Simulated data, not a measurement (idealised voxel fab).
process module | voxel spacer lines
cross-section cut | 280 nm wide | cells 5 nm
A cross-section is a grid of square cells, given in bands from the top down. A band is one or more rows of cells.
Each band's line starts with the height of the band's top and of its bottom, in nm. Then come its materials from left to right, each with its width in nm. One material with "throughout" fills the band from edge to edge. "air" is empty space.
Height 0 is the level under which the wafer as received is all one material. The lowest band goes on downwards, as in "0 down".
A width such as "30 to 40" changes by the same amount from each row of cells to the next, from the band's top row to its bottom row.
"no change" after a step means that no cell of the cross-section changed.
closed voids: empty space of 8 cells or more with no open way to the top, each as width x height at its distance from the left edge, in nm
after a step's settings: what the simulator itself notes on the step
overlay nm, on a step with a mask: how far to the right of its planned place the mask lay; to the left if negative
plan
1 op RECEIVE | material Si
2 op CONFORMAL_DEP | material SiO2 | thk nm 5
3 op DIRECTIONAL_DEP | material TiN | thk nm 10
4 op DIRECTIONAL_DEP | material polySi | thk nm 25
5 op PATTERN | tone cover | mask id MANDREL | material resist | width nm 15 | pitch nm 50 | thk nm 30 | overlay nm 0
6 op DIRECTIONAL_ETCH | etch materials polySi | depth nm 25
7 op STRIP | etch materials resist
8 op CONFORMAL_DEP | material SiN | thk nm 10
9 op DIRECTIONAL_ETCH | etch materials SiN | depth nm 10
10 op STRIP | etch materials polySi
11 op DIRECTIONAL_ETCH | etch materials TiN | depth nm 10
12 op STRIP | etch materials SiN
first wafer, as planned
as received, after step 1
  0 down: Si throughout
  closed voids: none
after step 2
  5 to 0: SiO2 throughout
  below 0: unchanged
after step 3
  15 to 5: TiN throughout
  below 5: unchanged
after step 4
  40 to 15: polySi throughout
  below 15: unchanged
after step 5
  70 to 40: air 80 | resist 15 | air 35 | resist 15 | air 35 | resist 15 | air 85
  below 40: unchanged
after step 6
  70 to 40: air 80 | resist 15 | air 35 | resist 15 | air 35 | resist 15 | air 85
  40 to 15: air 80 | polySi 15 | air 35 | polySi 15 | air 35 | polySi 15 | air 85
  below 15: unchanged
after step 7
  40 to 15: air 80 | polySi 15 | air 35 | polySi 15 | air 35 | polySi 15 | air 85
  below 15: unchanged
after step 8
  50 to 40: air 70 | SiN 35 | air 15 | SiN 35 | air 15 | SiN 35 | air 75
  40 to 25: air 70 | SiN 10 | polySi 15 | SiN 10 | air 15 | SiN 10 | polySi 15 | SiN 10 | air 15 | SiN 10 | polySi 15 | SiN 10 | air 75
  25 to 15: SiN 80 | polySi 15 | SiN 35 | polySi 15 | SiN 35 | polySi 15 | SiN 85
  below 15: unchanged
after step 9
  40 to 15: air 70 | SiN 10 | polySi 15 | SiN 10 | air 15 | SiN 10 | polySi 15 | SiN 10 | air 15 | SiN 10 | polySi 15 | SiN 10 | air 75
  below 15: unchanged
after step 10
  40 to 15: air 70 | SiN 10 | air 15 | SiN 10 | air 15 | SiN 10 | air 15 | SiN 10 | air 15 | SiN 10 | air 15 | SiN 10 | air 75
  below 15: unchanged
after step 11
  40 to 15: air 70 | SiN 10 | air 15 | SiN 10 | air 15 | SiN 10 | air 15 | SiN 10 | air 15 | SiN 10 | air 15 | SiN 10 | air 75
  15 to 5: air 70 | TiN 10 | air 15 | TiN 10 | air 15 | TiN 10 | air 15 | TiN 10 | air 15 | TiN 10 | air 15 | TiN 10 | air 75
  below 5: unchanged
after step 12
  15 to 5: air 70 | TiN 10 | air 15 | TiN 10 | air 15 | TiN 10 | air 15 | TiN 10 | air 15 | TiN 10 | air 15 | TiN 10 | air 75
  below 5: unchanged
second wafer: like start, like plan, one mistake. Through step 7 it matches the first wafer
when step 8 should have ended
  50 to 40: air 70 | TiN 35 | air 15 | TiN 35 | air 15 | TiN 35 | air 75
  40 to 25: air 70 | TiN 10 | polySi 15 | TiN 10 | air 15 | TiN 10 | polySi 15 | TiN 10 | air 15 | TiN 10 | polySi 15 | TiN 10 | air 75
  25 to 15: TiN 80 | polySi 15 | TiN 35 | polySi 15 | TiN 35 | polySi 15 | TiN 85
  below 15: unchanged
when step 9 should have ended: no change
when step 10 should have ended: no change
when step 11 should have ended
  40 to 15: air 70 | TiN 10 | polySi 15 | TiN 10 | air 15 | TiN 10 | polySi 15 | TiN 10 | air 15 | TiN 10 | polySi 15 | TiN 10 | air 75
  below 15: unchanged
when step 12 should have ended: no change
what went wrong: step 8 ran as: op CONFORMAL_DEP | material TiN | thk nm 10
at the end the second wafer has, in cells: 148 more of TiN | 45 more of polySi
